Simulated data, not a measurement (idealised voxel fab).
process module | voxel self aligned vias
cross-section cut | 225 nm wide | cells 5 nm
A cross-section is a grid of square cells, given in bands from the top down. A band is one or more rows of cells.
Each band's line starts with the height of the band's top and of its bottom, in nm. Then come its materials from left to right, each with its width in nm. One material with "throughout" fills the band from edge to edge. "air" is empty space.
Height 0 is the level under which the wafer as received is all one material. The lowest band goes on downwards, as in "0 down".
A width such as "30 to 40" changes by the same amount from each row of cells to the next, from the band's top row to its bottom row.
"no change" after a step means that no cell of the cross-section changed.
closed voids: empty space of 8 cells or more with no open way to the top, each as width x height at its distance from the left edge, in nm
after a step's settings: what the simulator itself notes on the step
overlay nm, on a step with a mask: how far to the right of its planned place the mask lay; to the left if negative
Each pair below shows a cross-section before one step and the cross-section after it, down to the lowest band that changed. The line under each pair gives the step between them, with its settings. The pairs can come from different runs of this module on the same starting wafer, so a pair continues from the pair above only where its "before" says so.
before
  0 down: Si throughout
  closed voids: none
after
  15 to 0: SiO2 throughout
  below 0: unchanged
  closed voids: none
the step between: op CONFORMAL_DEP | material SiO2 | thk nm 15
before: the cross-section after the pair above
after
  20 to 15: SiCN throughout
  below 15: unchanged
  closed voids: none
the step between: op CONFORMAL_DEP | material SiCN | thk nm 5
before: the cross-section after the pair above
after
  50 to 20: lowk throughout
  below 20: unchanged
  closed voids: none
the step between: op DIRECTIONAL_DEP | material lowk | thk nm 30
before: the cross-section after the pair above
after
  70 to 50: resist 65 | air 25 | resist 40 | air 25 | resist 70
  below 50: unchanged
  closed voids: none
the step between: op PATTERN | tone open | mask id LINES | material resist | width nm 25 | pitch nm 65 | thk nm 20 | overlay nm 0
before: the cross-section after the pair above
after
  70 to 50: resist 65 | air 25 | resist 40 | air 25 | resist 70
  50 to 20: lowk 65 | air 25 | lowk 40 | air 25 | lowk 70
  below 20: unchanged
  closed voids: none
the step between: op DIRECTIONAL_ETCH | etch materials lowk | depth nm 30
before: the cross-section after the pair above
after
  50 to 20: lowk 65 | air 25 | lowk 40 | air 25 | lowk 70
  below 20: unchanged
  closed voids: none
the step between: op STRIP | etch materials resist
before: the cross-section after the pair above
after
  55 to 50: TiN 70 | air 15 | TiN 50 | air 15 | TiN 75
  50 to 25: lowk 65 | TiN 5 | air 15 | TiN 5 | lowk 40 | TiN 5 | air 15 | TiN 5 | lowk 70
  25 to 20: lowk 65 | TiN 25 | lowk 40 | TiN 25 | lowk 70
  below 20: unchanged
  closed voids: none
the step between: op CONFORMAL_DEP | material TiN | thk nm 5
before: the cross-section after the pair above
after
  65 to 55: Ru throughout
  55 to 50: TiN 70 | Ru 15 | TiN 50 | Ru 15 | TiN 75
  50 to 25: lowk 65 | TiN 5 | Ru 15 | TiN 5 | lowk 40 | TiN 5 | Ru 15 | TiN 5 | lowk 70
  below 25: unchanged
  closed voids: none
the step between: op FILL_DEP | material Ru | thk nm 10
before: the cross-section after the pair above
after
  50 to 25: lowk 65 | TiN 5 | Ru 15 | TiN 5 | lowk 40 | TiN 5 | Ru 15 | TiN 5 | lowk 70
  below 25: unchanged
  closed voids: none
the step between: op CMP | height nm 50
before: the cross-section after the pair above
after
  50 to 40: lowk 65 | air 25 | lowk 40 | air 25 | lowk 70
  below 40: unchanged
  closed voids: none
the step between: op SELECTIVE_ETCH | etch materials W Ru TiN | depth nm 10
before: the cross-section after the pair above
after
  60 to 50: SiN throughout
  50 to 40: lowk 65 | SiN 25 | lowk 40 | SiN 25 | lowk 70
  below 40: unchanged
  closed voids: none
the step between: op FILL_DEP | material SiN | thk nm 10
before: the cross-section after the pair above
after
  50 to 40: lowk 65 | SiN 25 | lowk 40 | SiN 25 | lowk 70
  below 40: unchanged
  closed voids: none
the step between: op CMP | height nm 50
before: the cross-section after the pair above
after
  65 to 50: lowk throughout
  below 50: unchanged
  closed voids: none
the step between: op DIRECTIONAL_DEP | material lowk | thk nm 15
before: the cross-section after the pair above
after
  65 to 50: lowk 60 | air 35 | lowk 30 | air 35 | lowk 65
  below 50: unchanged
  closed voids: none
the step between: op MASKED_ETCH | tone open | mask id VIAS | width nm 35 | pitch nm 65 | etch materials lowk | depth nm 15 | overlay nm 0
before: the cross-section after the pair above
after
  65 to 50: lowk 60 | air 35 | lowk 30 | air 35 | lowk 65
  50 to 40: lowk 65 | air 25 | lowk 40 | air 25 | lowk 70
  below 40: unchanged
  closed voids: none
the step between: op MASKED_ETCH | tone open | mask id VIAS | width nm 35 | pitch nm 65 | etch materials SiN | depth nm 10 | overlay nm 0
before: the cross-section after the pair above
after
  70 to 65: TiN 65 | air 25 | TiN 40 | air 25 | TiN 70
  65 to 55: lowk 60 | TiN 5 | air 25 | TiN 5 | lowk 30 | TiN 5 | air 25 | TiN 5 | lowk 65
  55 to 45: lowk 60 to 65 | TiN 10 to 5 | air 15 | TiN 10 to 5 | lowk 30 to 40 | TiN 10 to 5 | air 15 | TiN 10 to 5 | lowk 65 to 70
  45 to 40: lowk 65 | TiN 25 | lowk 40 | TiN 25 | lowk 70
  below 40: unchanged
  closed voids: none
the step between: op CONFORMAL_DEP | material TiN | thk nm 5
before: the cross-section after the pair above
after
  80 to 70: Ru throughout
  70 to 65: TiN 65 | Ru 25 | TiN 40 | Ru 25 | TiN 70
  65 to 55: lowk 60 | TiN 5 | Ru 25 | TiN 5 | lowk 30 | TiN 5 | Ru 25 | TiN 5 | lowk 65
  55 to 45: lowk 60 to 65 | TiN 10 to 5 | Ru 15 | TiN 10 to 5 | lowk 30 to 40 | TiN 10 to 5 | Ru 15 | TiN 10 to 5 | lowk 65 to 70
  below 45: unchanged
  closed voids: none
the step between: op FILL_DEP | material Ru | thk nm 10
before: the cross-section after the pair above
after
  65 to 55: lowk 60 | TiN 5 | Ru 25 | TiN 5 | lowk 30 | TiN 5 | Ru 25 | TiN 5 | lowk 65
  below 55: unchanged
  closed voids: none
the step between: op CMP | height nm 65
before: the cross-section after the pair above
after
  70 to 65: SiCN throughout
  below 65: unchanged
  closed voids: none
the step between: op CONFORMAL_DEP | material SiCN | thk nm 5
before
  80 to 70: Ru throughout
  70 to 65: TiN 65 | Ru 25 | TiN 40 | Ru 25 | TiN 70
  65 to 55: lowk 60 | TiN 5 | Ru 25 | TiN 5 | lowk 30 | TiN 5 | Ru 25 | TiN 5 | lowk 65
  55 to 45: lowk 60 to 65 | TiN 10 to 5 | Ru 15 | TiN 10 to 5 | lowk 30 to 40 | TiN 10 to 5 | Ru 15 | TiN 10 to 5 | lowk 65 to 70
  45 to 40: lowk 65 | TiN 25 | lowk 40 | TiN 25 | lowk 70
  40 to 25: lowk 65 | TiN 5 | Ru 15 | TiN 5 | lowk 40 | TiN 5 | Ru 15 | TiN 5 | lowk 70
  25 to 20: lowk 65 | TiN 25 | lowk 40 | TiN 25 | lowk 70
  20 to 15: SiCN throughout
  15 to 0: SiO2 throughout
  0 down: Si throughout
  closed voids: none
after
  85 to 80: SiCN throughout
  below 80: unchanged
  closed voids: none
the step between: op CONFORMAL_DEP | material SiCN | thk nm 5
before
  65 to 50: lowk 60 | air 35 | lowk 30 | air 35 | lowk 65
  50 to 40: lowk 65 | SiN 25 | lowk 40 | SiN 25 | lowk 70
  40 to 25: lowk 65 | TiN 5 | Ru 15 | TiN 5 | lowk 40 | TiN 5 | Ru 15 | TiN 5 | lowk 70
  25 to 20: lowk 65 | TiN 25 | lowk 40 | TiN 25 | lowk 70
  20 to 15: SiCN throughout
  15 to 0: SiO2 throughout
  0 down: Si throughout
  closed voids: none
after
  65 to 50: lowk 60 | air 35 | lowk 30 | air 35 | lowk 65
  50 to 40: lowk 60 | air 5 | SiN 25 | air 5 | lowk 30 | air 5 | SiN 25 | air 5 | lowk 65
  40 to 35: lowk 60 | air 5 | TiN 5 | Ru 15 | TiN 5 | air 5 | lowk 30 | air 5 | TiN 5 | Ru 15 | TiN 5 | air 5 | lowk 65
  below 35: unchanged
  closed voids: none
the step between: op MASKED_ETCH | tone open | mask id VIAS | width nm 35 | pitch nm 65 | etch materials lowk | depth nm 15 | overlay nm 0
before: the cross-section after the pair above
after
  65 to 40: lowk 60 | air 35 | lowk 30 | air 35 | lowk 65
  below 40: unchanged
  closed voids: none
the step between: op MASKED_ETCH | tone open | mask id VIAS | width nm 35 | pitch nm 65 | etch materials SiN | depth nm 10 | overlay nm 0
before: the cross-section after the pair above
after
  70 to 65: TiN 65 | air 25 | TiN 40 | air 25 | TiN 70
  65 to 45: lowk 60 | TiN 5 | air 25 | TiN 5 | lowk 30 | TiN 5 | air 25 | TiN 5 | lowk 65
  45 to 40: lowk 60 | TiN 35 | lowk 30 | TiN 35 | lowk 65
  40 to 35: lowk 60 | TiN 10 | Ru 15 | TiN 10 | lowk 30 | TiN 10 | Ru 15 | TiN 10 | lowk 65
  below 35: unchanged
  closed voids: none
the step between: op CONFORMAL_DEP | material TiN | thk nm 5
before: the cross-section after the pair above
after
  80 to 70: Ru throughout
  70 to 65: TiN 65 | Ru 25 | TiN 40 | Ru 25 | TiN 70
  65 to 45: lowk 60 | TiN 5 | Ru 25 | TiN 5 | lowk 30 | TiN 5 | Ru 25 | TiN 5 | lowk 65
  below 45: unchanged
  closed voids: none
the step between: op FILL_DEP | material Ru | thk nm 10
before: the cross-section after the pair above
after
  65 to 45: lowk 60 | TiN 5 | Ru 25 | TiN 5 | lowk 30 | TiN 5 | Ru 25 | TiN 5 | lowk 65
  below 45: unchanged
  closed voids: none
the step between: op CMP | height nm 65
before: the cross-section after the pair above
after
  70 to 65: SiCN throughout
  below 65: unchanged
  closed voids: none
the step between: op CONFORMAL_DEP | material SiCN | thk nm 5
before
  0 down: Si throughout
  closed voids: none
after
  5 to 0: SiCN throughout
  below 0: unchanged
  closed voids: none
the step between: op CONFORMAL_DEP | material SiCN | thk nm 5
before: the cross-section after the pair above
after
  20 to 5: SiO2 throughout
  below 5: unchanged
  closed voids: none
the step between: op CONFORMAL_DEP | material SiO2 | thk nm 15
before: the cross-section after the pair above
after
  50 to 20: lowk throughout
  below 20: unchanged
  closed voids: none
the step between: op DIRECTIONAL_DEP | material lowk | thk nm 30
before: the cross-section after the pair above
after
  70 to 50: resist 65 | air 25 | resist 40 | air 25 | resist 70
  below 50: unchanged
  closed voids: none
the step between: op PATTERN | tone open | mask id LINES | material resist | width nm 25 | pitch nm 65 | thk nm 20 | overlay nm 0
before: the cross-section after the pair above
after
  70 to 50: resist 65 | air 25 | resist 40 | air 25 | resist 70
  50 to 20: lowk 65 | air 25 | lowk 40 | air 25 | lowk 70
  below 20: unchanged
  closed voids: none
the step between: op DIRECTIONAL_ETCH | etch materials lowk | depth nm 30
before: the cross-section after the pair above
after
  50 to 20: lowk 65 | air 25 | lowk 40 | air 25 | lowk 70
  below 20: unchanged
  closed voids: none
the step between: op STRIP | etch materials resist
before: the cross-section after the pair above
after
  55 to 50: TiN 70 | air 15 | TiN 50 | air 15 | TiN 75
  50 to 25: lowk 65 | TiN 5 | air 15 | TiN 5 | lowk 40 | TiN 5 | air 15 | TiN 5 | lowk 70
  25 to 20: lowk 65 | TiN 25 | lowk 40 | TiN 25 | lowk 70
  below 20: unchanged
  closed voids: none
the step between: op CONFORMAL_DEP | material TiN | thk nm 5
before: the cross-section after the pair above
after
  65 to 55: Ru throughout
  55 to 50: TiN 70 | Ru 15 | TiN 50 | Ru 15 | TiN 75
  50 to 25: lowk 65 | TiN 5 | Ru 15 | TiN 5 | lowk 40 | TiN 5 | Ru 15 | TiN 5 | lowk 70
  below 25: unchanged
  closed voids: none
the step between: op FILL_DEP | material Ru | thk nm 10
before: the cross-section after the pair above
after
  50 to 25: lowk 65 | TiN 5 | Ru 15 | TiN 5 | lowk 40 | TiN 5 | Ru 15 | TiN 5 | lowk 70
  below 25: unchanged
  closed voids: none
the step between: op CMP | height nm 50
before: the cross-section after the pair above
after
  50 to 40: lowk 65 | air 25 | lowk 40 | air 25 | lowk 70
  below 40: unchanged
  closed voids: none
the step between: op SELECTIVE_ETCH | etch materials W Ru TiN | depth nm 10
before: the cross-section after the pair above
after
  60 to 50: SiN throughout
  50 to 40: lowk 65 | SiN 25 | lowk 40 | SiN 25 | lowk 70
  below 40: unchanged
  closed voids: none
the step between: op FILL_DEP | material SiN | thk nm 10
before: the cross-section after the pair above
after
  50 to 40: lowk 65 | SiN 25 | lowk 40 | SiN 25 | lowk 70
  below 40: unchanged
  closed voids: none
the step between: op CMP | height nm 50
before: the cross-section after the pair above
after
  65 to 50: lowk throughout
  below 50: unchanged
  closed voids: none
the step between: op DIRECTIONAL_DEP | material lowk | thk nm 15
before: the cross-section after the pair above
after
  65 to 50: lowk 60 | air 35 | lowk 30 | air 35 | lowk 65
  below 50: unchanged
  closed voids: none
the step between: op MASKED_ETCH | tone open | mask id VIAS | width nm 35 | pitch nm 65 | etch materials lowk | depth nm 15 | overlay nm 0
before: the cross-section after the pair above
after
  65 to 50: lowk 60 | air 35 | lowk 30 | air 35 | lowk 65
  50 to 40: lowk 65 | air 25 | lowk 40 | air 25 | lowk 70
  below 40: unchanged
  closed voids: none
the step between: op MASKED_ETCH | tone open | mask id VIAS | width nm 35 | pitch nm 65 | etch materials SiN | depth nm 10 | overlay nm 0
before: the cross-section after the pair above
after
  70 to 65: TiN 65 | air 25 | TiN 40 | air 25 | TiN 70
  65 to 55: lowk 60 | TiN 5 | air 25 | TiN 5 | lowk 30 | TiN 5 | air 25 | TiN 5 | lowk 65
  55 to 45: lowk 60 to 65 | TiN 10 to 5 | air 15 | TiN 10 to 5 | lowk 30 to 40 | TiN 10 to 5 | air 15 | TiN 10 to 5 | lowk 65 to 70
  45 to 40: lowk 65 | TiN 25 | lowk 40 | TiN 25 | lowk 70
  below 40: unchanged
  closed voids: none
the step between: op CONFORMAL_DEP | material TiN | thk nm 5
before: the cross-section after the pair above
after
  80 to 70: Ru throughout
  70 to 65: TiN 65 | Ru 25 | TiN 40 | Ru 25 | TiN 70
  65 to 55: lowk 60 | TiN 5 | Ru 25 | TiN 5 | lowk 30 | TiN 5 | Ru 25 | TiN 5 | lowk 65
  55 to 45: lowk 60 to 65 | TiN 10 to 5 | Ru 15 | TiN 10 to 5 | lowk 30 to 40 | TiN 10 to 5 | Ru 15 | TiN 10 to 5 | lowk 65 to 70
  below 45: unchanged
  closed voids: none
the step between: op FILL_DEP | material Ru | thk nm 10
before: the cross-section after the pair above
after
  65 to 55: lowk 60 | TiN 5 | Ru 25 | TiN 5 | lowk 30 | TiN 5 | Ru 25 | TiN 5 | lowk 65
  below 55: unchanged
  closed voids: none
the step between: op CMP | height nm 65
before: the cross-section after the pair above
after
  70 to 65: SiCN throughout
  below 65: unchanged
  closed voids: none
the step between: op CONFORMAL_DEP | material SiCN | thk nm 5
before
  80 to 70: Ru throughout
  70 to 65: TiN 65 | Ru 25 | TiN 40 | Ru 25 | TiN 70
  65 to 55: lowk 60 | TiN 5 | Ru 25 | TiN 5 | lowk 30 | TiN 5 | Ru 25 | TiN 5 | lowk 65
  55 to 45: lowk 60 to 65 | TiN 10 to 5 | Ru 15 | TiN 10 to 5 | lowk 30 to 40 | TiN 10 to 5 | Ru 15 | TiN 10 to 5 | lowk 65 to 70
  45 to 40: lowk 65 | TiN 25 | lowk 40 | TiN 25 | lowk 70
  40 to 25: lowk 65 | TiN 5 | Ru 15 | TiN 5 | lowk 40 | TiN 5 | Ru 15 | TiN 5 | lowk 70
  25 to 20: lowk 65 | TiN 25 | lowk 40 | TiN 25 | lowk 70
  20 to 15: SiCN throughout
  15 to 0: SiO2 throughout
  0 down: Si throughout
  closed voids: none
after
  70 to 65: TiN 65 | Ru 25 | TiN 40 | Ru 25 | TiN 70
  below 65: unchanged
  closed voids: none
the step between: op CMP | height nm 70
before: the cross-section after the pair above
after
  75 to 70: SiCN throughout
  below 70: unchanged
  closed voids: none
the step between: op CONFORMAL_DEP | material SiCN | thk nm 5
before
  50 to 20: lowk throughout
  20 to 15: SiCN throughout
  15 to 0: SiO2 throughout
  0 down: Si throughout
  closed voids: none
after
  70 to 50: resist 70 | air 20 | resist 45 | air 20 | resist 70
  below 50: unchanged
  closed voids: none
the step between: op PATTERN | tone open | mask id LINES | material resist | width nm 20 | pitch nm 65 | thk nm 20 | overlay nm 0
before: the cross-section after the pair above
after
  70 to 50: resist 70 | air 20 | resist 45 | air 20 | resist 70
  50 to 20: lowk 70 | air 20 | lowk 45 | air 20 | lowk 70
  below 20: unchanged
  closed voids: none
the step between: op DIRECTIONAL_ETCH | etch materials lowk | depth nm 30
before: the cross-section after the pair above
after
  50 to 20: lowk 70 | air 20 | lowk 45 | air 20 | lowk 70
  below 20: unchanged
  closed voids: none
the step between: op STRIP | etch materials resist
before: the cross-section after the pair above
after
  55 to 50: TiN 75 | air 10 | TiN 55 | air 10 | TiN 75
  50 to 25: lowk 70 | TiN 5 | air 10 | TiN 5 | lowk 45 | TiN 5 | air 10 | TiN 5 | lowk 70
  25 to 20: lowk 70 | TiN 20 | lowk 45 | TiN 20 | lowk 70
  below 20: unchanged
  closed voids: none
the step between: op CONFORMAL_DEP | material TiN | thk nm 5
before: the cross-section after the pair above
after
  65 to 55: Ru throughout
  55 to 50: TiN 75 | Ru 10 | TiN 55 | Ru 10 | TiN 75
  50 to 25: lowk 70 | TiN 5 | Ru 10 | TiN 5 | lowk 45 | TiN 5 | Ru 10 | TiN 5 | lowk 70
  below 25: unchanged
  closed voids: none
the step between: op FILL_DEP | material Ru | thk nm 10
before: the cross-section after the pair above
after
  50 to 25: lowk 70 | TiN 5 | Ru 10 | TiN 5 | lowk 45 | TiN 5 | Ru 10 | TiN 5 | lowk 70
  below 25: unchanged
  closed voids: none
the step between: op CMP | height nm 50
before: the cross-section after the pair above
after
  50 to 40: lowk 70 | air 20 | lowk 45 | air 20 | lowk 70
  below 40: unchanged
  closed voids: none
the step between: op SELECTIVE_ETCH | etch materials W Ru TiN | depth nm 10
before: the cross-section after the pair above
after
  60 to 50: SiN throughout
  50 to 40: lowk 70 | SiN 20 | lowk 45 | SiN 20 | lowk 70
  below 40: unchanged
  closed voids: none
the step between: op FILL_DEP | material SiN | thk nm 10
before: the cross-section after the pair above
after
  50 to 40: lowk 70 | SiN 20 | lowk 45 | SiN 20 | lowk 70
  below 40: unchanged
  closed voids: none
the step between: op CMP | height nm 50
before: the cross-section after the pair above
after
  65 to 50: lowk throughout
  below 50: unchanged
  closed voids: none
the step between: op DIRECTIONAL_DEP | material lowk | thk nm 15
before: the cross-section after the pair above
after
  65 to 50: lowk 60 | air 35 | lowk 30 | air 35 | lowk 65
  below 50: unchanged
  closed voids: none
the step between: op MASKED_ETCH | tone open | mask id VIAS | width nm 35 | pitch nm 65 | etch materials lowk | depth nm 15 | overlay nm 0
before: the cross-section after the pair above
after
  65 to 50: lowk 60 | air 35 | lowk 30 | air 35 | lowk 65
  50 to 40: lowk 70 | air 20 | lowk 45 | air 20 | lowk 70
  below 40: unchanged
  closed voids: none
the step between: op MASKED_ETCH | tone open | mask id VIAS | width nm 35 | pitch nm 65 | etch materials SiN | depth nm 10 | overlay nm 0
before: the cross-section after the pair above
after
  70 to 65: TiN 65 | air 25 | TiN 40 | air 25 | TiN 70
  65 to 55: lowk 60 | TiN 5 | air 25 | TiN 5 | lowk 30 | TiN 5 | air 25 | TiN 5 | lowk 65
  55 to 45: lowk 60 to 70 | TiN 15 to 5 | air 10 | TiN 10 to 5 | lowk 30 to 45 | TiN 15 to 5 | air 10 | TiN 10 to 5 | lowk 65 to 70
  45 to 40: lowk 70 | TiN 20 | lowk 45 | TiN 20 | lowk 70
  below 40: unchanged
  closed voids: none
the step between: op CONFORMAL_DEP | material TiN | thk nm 5
before: the cross-section after the pair above
after
  80 to 70: Ru throughout
  70 to 65: TiN 65 | Ru 25 | TiN 40 | Ru 25 | TiN 70
  65 to 55: lowk 60 | TiN 5 | Ru 25 | TiN 5 | lowk 30 | TiN 5 | Ru 25 | TiN 5 | lowk 65
  55 to 45: lowk 60 to 70 | TiN 15 to 5 | Ru 10 | TiN 10 to 5 | lowk 30 to 45 | TiN 15 to 5 | Ru 10 | TiN 10 to 5 | lowk 65 to 70
  below 45: unchanged
  closed voids: none
the step between: op FILL_DEP | material Ru | thk nm 10
before: the cross-section after the pair above
after
  65 to 55: lowk 60 | TiN 5 | Ru 25 | TiN 5 | lowk 30 | TiN 5 | Ru 25 | TiN 5 | lowk 65
  below 55: unchanged
  closed voids: none
the step between: op CMP | height nm 65
before: the cross-section after the pair above
after
  70 to 65: SiCN throughout
  below 65: unchanged
  closed voids: none
the step between: op CONFORMAL_DEP | material SiCN | thk nm 5
before
  65 to 50: lowk 60 | air 35 | lowk 30 | air 35 | lowk 65
  50 to 40: lowk 65 | SiN 25 | lowk 40 | SiN 25 | lowk 70
  40 to 25: lowk 65 | TiN 5 | Ru 15 | TiN 5 | lowk 40 | TiN 5 | Ru 15 | TiN 5 | lowk 70
  25 to 20: lowk 65 | TiN 25 | lowk 40 | TiN 25 | lowk 70
  20 to 15: SiCN throughout
  15 to 0: SiO2 throughout
  0 down: Si throughout
  closed voids: none
after
  65 to 50: lowk 60 | air 35 | lowk 30 | air 35 | lowk 65
  50 to 40: lowk 65 | air 20 | SiN 5 | lowk 40 | air 20 | SiN 5 | lowk 70
  below 40: unchanged
  closed voids: none
the step between: op MASKED_ETCH | tone open | mask id VIAS | width nm 35 | pitch nm 65 | etch materials SiN | depth nm 10 | overlay nm -10
before: the cross-section after the pair above
after
  70 to 65: TiN 65 | air 25 | TiN 40 | air 25 | TiN 70
  65 to 55: lowk 60 | TiN 5 | air 25 | TiN 5 | lowk 30 | TiN 5 | air 25 | TiN 5 | lowk 65
  55 to 50: lowk 60 | TiN 10 | air 10 | TiN 15 | lowk 30 | TiN 10 | air 10 | TiN 15 | lowk 65
  50 to 45: lowk 65 | TiN 5 | air 10 | TiN 5 | SiN 5 | lowk 40 | TiN 5 | air 10 | TiN 5 | SiN 5 | lowk 70
  45 to 40: lowk 65 | TiN 20 | SiN 5 | lowk 40 | TiN 20 | SiN 5 | lowk 70
  below 40: unchanged
  closed voids: none
the step between: op CONFORMAL_DEP | material TiN | thk nm 5
before: the cross-section after the pair above
after
  80 to 70: Ru throughout
  70 to 65: TiN 65 | Ru 25 | TiN 40 | Ru 25 | TiN 70
  65 to 55: lowk 60 | TiN 5 | Ru 25 | TiN 5 | lowk 30 | TiN 5 | Ru 25 | TiN 5 | lowk 65
  55 to 50: lowk 60 | TiN 10 | Ru 10 | TiN 15 | lowk 30 | TiN 10 | Ru 10 | TiN 15 | lowk 65
  50 to 45: lowk 65 | TiN 5 | Ru 10 | TiN 5 | SiN 5 | lowk 40 | TiN 5 | Ru 10 | TiN 5 | SiN 5 | lowk 70
  below 45: unchanged
  closed voids: none
the step between: op FILL_DEP | material Ru | thk nm 10
before: the cross-section after the pair above
after
  65 to 55: lowk 60 | TiN 5 | Ru 25 | TiN 5 | lowk 30 | TiN 5 | Ru 25 | TiN 5 | lowk 65
  below 55: unchanged
  closed voids: none
the step between: op CMP | height nm 65
before: the cross-section after the pair above
after
  70 to 65: SiCN throughout
  below 65: unchanged
  closed voids: none
the step between: op CONFORMAL_DEP | material SiCN | thk nm 5
before
  70 to 65: TiN 65 | air 25 | TiN 40 | air 25 | TiN 70
  65 to 55: lowk 60 | TiN 5 | air 25 | TiN 5 | lowk 30 | TiN 5 | air 25 | TiN 5 | lowk 65
  55 to 45: lowk 60 to 65 | TiN 10 to 5 | air 15 | TiN 10 to 5 | lowk 30 to 40 | TiN 10 to 5 | air 15 | TiN 10 to 5 | lowk 65 to 70
  45 to 40: lowk 65 | TiN 25 | lowk 40 | TiN 25 | lowk 70
  40 to 25: lowk 65 | TiN 5 | Ru 15 | TiN 5 | lowk 40 | TiN 5 | Ru 15 | TiN 5 | lowk 70
  25 to 20: lowk 65 | TiN 25 | lowk 40 | TiN 25 | lowk 70
  20 to 15: SiCN throughout
  15 to 0: SiO2 throughout
  0 down: Si throughout
  closed voids: none
after
  80 to 70: W throughout
  70 to 65: TiN 65 | W 25 | TiN 40 | W 25 | TiN 70
  65 to 55: lowk 60 | TiN 5 | W 25 | TiN 5 | lowk 30 | TiN 5 | W 25 | TiN 5 | lowk 65
  55 to 45: lowk 60 to 65 | TiN 10 to 5 | W 15 | TiN 10 to 5 | lowk 30 to 40 | TiN 10 to 5 | W 15 | TiN 10 to 5 | lowk 65 to 70
  below 45: unchanged
  closed voids: none
the step between: op FILL_DEP | material W | thk nm 10
before: the cross-section after the pair above
after
  65 to 55: lowk 60 | TiN 5 | W 25 | TiN 5 | lowk 30 | TiN 5 | W 25 | TiN 5 | lowk 65
  below 55: unchanged
  closed voids: none
the step between: op CMP | height nm 65
before: the cross-section after the pair above
after
  70 to 65: SiCN throughout
  below 65: unchanged
  closed voids: none
the step between: op CONFORMAL_DEP | material SiCN | thk nm 5
before
  50 to 20: lowk throughout
  20 to 15: SiCN throughout
  15 to 0: SiO2 throughout
  0 down: Si throughout
  closed voids: none
after
  70 to 50: air 65 | resist 25 | air 40 | resist 25 | air 70
  below 50: unchanged
  closed voids: none
the step between: op PATTERN | tone cover | mask id LINES | material resist | width nm 25 | pitch nm 65 | thk nm 20 | overlay nm 0
before: the cross-section after the pair above
after
  70 to 50: air 65 | resist 25 | air 40 | resist 25 | air 70
  50 to 20: air 65 | lowk 25 | air 40 | lowk 25 | air 70
  below 20: unchanged
  closed voids: none
the step between: op DIRECTIONAL_ETCH | etch materials lowk | depth nm 30
before: the cross-section after the pair above
after
  50 to 20: air 65 | lowk 25 | air 40 | lowk 25 | air 70
  below 20: unchanged
  closed voids: none
the step between: op STRIP | etch materials resist
before: the cross-section after the pair above
after
  55 to 50: air 60 | TiN 35 | air 30 | TiN 35 | air 65
  50 to 25: air 60 | TiN 5 | lowk 25 | TiN 5 | air 30 | TiN 5 | lowk 25 | TiN 5 | air 65
  25 to 20: TiN 65 | lowk 25 | TiN 40 | lowk 25 | TiN 70
  below 20: unchanged
  closed voids: none
the step between: op CONFORMAL_DEP | material TiN | thk nm 5
before: the cross-section after the pair above
after
  65 to 55: Ru throughout
  55 to 50: Ru 60 | TiN 35 | Ru 30 | TiN 35 | Ru 65
  50 to 25: Ru 60 | TiN 5 | lowk 25 | TiN 5 | Ru 30 | TiN 5 | lowk 25 | TiN 5 | Ru 65
  below 25: unchanged
  closed voids: none
the step between: op FILL_DEP | material Ru | thk nm 10
before: the cross-section after the pair above
after
  50 to 25: Ru 60 | TiN 5 | lowk 25 | TiN 5 | Ru 30 | TiN 5 | lowk 25 | TiN 5 | Ru 65
  below 25: unchanged
  closed voids: none
the step between: op CMP | height nm 50
before: the cross-section after the pair above
after
  50 to 40: air 65 | lowk 25 | air 40 | lowk 25 | air 70
  below 40: unchanged
  closed voids: none
the step between: op SELECTIVE_ETCH | etch materials W Ru TiN | depth nm 10
before: the cross-section after the pair above
after
  60 to 50: SiN throughout
  50 to 40: SiN 65 | lowk 25 | SiN 40 | lowk 25 | SiN 70
  below 40: unchanged
  closed voids: none
the step between: op FILL_DEP | material SiN | thk nm 10
before: the cross-section after the pair above
after
  50 to 40: SiN 65 | lowk 25 | SiN 40 | lowk 25 | SiN 70
  below 40: unchanged
  closed voids: none
the step between: op CMP | height nm 50
before: the cross-section after the pair above
after
  65 to 50: lowk throughout
  below 50: unchanged
  closed voids: none
the step between: op DIRECTIONAL_DEP | material lowk | thk nm 15
before: the cross-section after the pair above
after
  65 to 50: lowk 60 | air 35 | lowk 30 | air 35 | lowk 65
  below 50: unchanged
  closed voids: none
the step between: op MASKED_ETCH | tone open | mask id VIAS | width nm 35 | pitch nm 65 | etch materials lowk | depth nm 15 | overlay nm 0
before: the cross-section after the pair above
after
  65 to 50: lowk 60 | air 35 | lowk 30 | air 35 | lowk 65
  50 to 40: SiN 60 | air 5 | lowk 25 | air 5 | SiN 30 | air 5 | lowk 25 | air 5 | SiN 65
  below 40: unchanged
  closed voids: none
the step between: op MASKED_ETCH | tone open | mask id VIAS | width nm 35 | pitch nm 65 | etch materials SiN | depth nm 10 | overlay nm 0
before: the cross-section after the pair above
after
  70 to 65: TiN 65 | air 25 | TiN 40 | air 25 | TiN 70
  65 to 55: lowk 60 | TiN 5 | air 25 | TiN 5 | lowk 30 | TiN 5 | air 25 | TiN 5 | lowk 65
  55 to 50: lowk 60 | TiN 35 | lowk 30 | TiN 35 | lowk 65
  50 to 40: SiN 60 | TiN 5 | lowk 25 | TiN 5 | SiN 30 | TiN 5 | lowk 25 | TiN 5 | SiN 65
  below 40: unchanged
  closed voids: none
the step between: op CONFORMAL_DEP | material TiN | thk nm 5
before: the cross-section after the pair above
after
  80 to 70: Ru throughout
  70 to 65: TiN 65 | Ru 25 | TiN 40 | Ru 25 | TiN 70
  65 to 55: lowk 60 | TiN 5 | Ru 25 | TiN 5 | lowk 30 | TiN 5 | Ru 25 | TiN 5 | lowk 65
  below 55: unchanged
  closed voids: none
the step between: op FILL_DEP | material Ru | thk nm 10
before: the cross-section after the pair above
after
  65 to 55: lowk 60 | TiN 5 | Ru 25 | TiN 5 | lowk 30 | TiN 5 | Ru 25 | TiN 5 | lowk 65
  below 55: unchanged
  closed voids: none
the step between: op CMP | height nm 65
before: the cross-section after the pair above
after
  70 to 65: SiCN throughout
  below 65: unchanged
  closed voids: none
the step between: op CONFORMAL_DEP | material SiCN | thk nm 5
